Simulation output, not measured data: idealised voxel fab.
process module | voxel local oxidation
cross-section cut | 240 nm wide | cells 5 nm
A cross-section is a grid of square cells, given in bands from the top down. A band is one or more rows of cells.
Each band's line starts with the height of the band's top and of its bottom, in nm. Then come its materials from left to right, each with its width in nm. One material with "throughout" fills the band from edge to edge. "air" is empty space.
Height 0 is the level under which the wafer as received is all one material. The lowest band goes on downwards, as in "0 down".
A width such as "30 to 40" changes by the same amount from each row of cells to the next, from the band's top row to its bottom row.
"no change" after a step means that no cell of the cross-section changed.
closed voids: empty space of 8 cells or more with no open way to the top, each as width x height at its distance from the left edge, in nm
after a step's settings: what the simulator itself notes on the step
overlay nm, on a step with a mask: how far to the right of its planned place the mask lay; to the left if negative
plan
1 op RECEIVE | material Si
2 op OXIDIZE | depth nm 5
3 op CONFORMAL_DEP | material SiN | thk nm 15
4 op MASKED_ETCH | tone cover | mask id ACTIVE | width nm 90 | etch materials SiN | depth nm 15 | overlay nm 0
5 op SELECTIVE_ETCH | etch materials SiO2 | depth nm 5
6 op OXIDIZE | depth nm 5
7 op STRIP | etch materials SiN
varied across the wafers: depth nm of step 6. The plan shows the first wafer's value. All wafers start alike
first wafer as received, after step 1
  0 down: Si throughout
  closed voids: none
first wafer at the end, after step 7
  0 to -5: air 80 | SiO2 80 | air 80
  -5 to -10: SiO2 85 | Si 70 | SiO2 85
  -10 down: Si throughout
  closed voids: none
last wafer at the end
  0 to -5: air 80 | SiO2 80 | air 80
  -5 to -30: SiO2 105 | Si 30 | SiO2 105
  -30 down: Si throughout
  closed voids: none
each wafer at the end: cells of each material gained (+) or lost (-) since it was received, then its closed voids
depth nm 5 | -82 Si | +50 SiO2 | closed voids: none
depth nm 10 | -120 Si | +88 SiO2 | closed voids: none
depth nm 15 | -162 Si | +130 SiO2 | closed voids: none
depth nm 20 | -208 Si | +176 SiO2 | closed voids: none
depth nm 25 | -258 Si | +226 SiO2 | closed voids: none
